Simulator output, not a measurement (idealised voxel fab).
You're looking at the process module voxel air gaps.
255 nm wide, 5 nm square cells: that's cross-section cut.
Square cells in a grid make up a cross-section in this document, and the grid is given as bands, listed from the top down, each one or more rows of cells. Per band: top height and bottom height in nm, followed by the left-to-right materials and their widths in nm; "throughout" marks a single material spanning edge to edge, "blank" marks empty space. Height is counted from the level 0, under which the received wafer is composed throughout of one material. The lowest of the bands is not closed at the bottom but continues downward, in the notation "0 nm and below". With a width like "30 to 40", each row of cells in the band differs from the next by the same amount, the top row carrying the first number and the bottom row the second. Any step labelled "same as before" changed none of the cells in the cross-section. "Enclosed void catalog" means: voids of 8 cells or more that are shut off from the top with no open way through. Written width x height at distance, distance from the left edge, in nm. Whatever follows a step's settings on its line is a remark the simulator itself makes about that step. overlay nm: mask right of planned place by this much (step with mask). Neg. = left.

These are the steps we planned for the process
| 1 | RECEIVE [material Si] |
| 2 | CONFORMAL_DEP [material SiO2] [thk nm 5] |
| 3 | CONFORMAL_DEP [material SiN] [thk nm 5] |
| 4 | DIRECTIONAL_DEP [material lowk] [thk nm 35] |
| 5 | DIRECTIONAL_DEP [material aC] [thk nm 10] |
| 6 | PATTERN [tone open] [mask id LINES] [material resist] [width nm 25] [pitch nm 55] [thk nm 25] [overlay nm 0] |
| 7 | DIRECTIONAL_ETCH [etch materials aC] [depth nm 10] |
| 8 | STRIP [etch materials resist] |
| 9 | DIRECTIONAL_ETCH [etch materials lowk] [depth nm 35] |
| 10 | STRIP [etch materials aC] |
| 11 | CONFORMAL_DEP [material TiN] [thk nm 5] |
| 12 | FILL_DEP [material W] [thk nm 5] |
| 13 | CMP [height nm 55] |
| 14 | EPI [material Ru] [thk nm 10] |
| 15 | SELECTIVE_ETCH [etch materials lowk] [depth nm 45] |
| 16 | CONFORMAL_DEP [material SiN] [thk nm 5] |
For clarity, it should be stated that the wafers under discussion commence in an identical condition and differ with respect to the thk nm of step 2, the plan indicating the value that the first wafer had.

Received wafers, first of several: cross-section after step 1
> 0 nm and below: Si throughout
> Enclosed void catalog: none

Table: wafers, a row each; end-of-module cell change per material since receipt, gain (+), loss (-); then closed voids
thk nm 5; +102 Ru; +102 SiN; +51 SiO2; +93 TiN; +114 W; +252 lowk; Enclosed void catalog: none
thk nm 10; +102 Ru; +102 SiN; +102 SiO2; +93 TiN; +63 W; +252 lowk; Enclosed void catalog: none
thk nm 15; +54 Ru; +180 SiN; +153 SiO2; +51 TiN; +54 W; Enclosed void catalog: 20 x 25 at 90; 20 x 25 at 145
thk nm 20; +54 Ru; +174 SiN; +204 SiO2; +45 TiN; +45 W; Enclosed void catalog: 20 x 20 at 90; 20 x 20 at 145
thk nm 25; +54 Ru; +168 SiN; +255 SiO2; +39 TiN; +36 W; Enclosed void catalog: 20 x 15 at 90; 20 x 15 at 145
thk nm 30; +54 Ru; +162 SiN; +306 SiO2; +33 TiN; +27 W; Enclosed void catalog: 20 x 10 at 90; 20 x 10 at 145
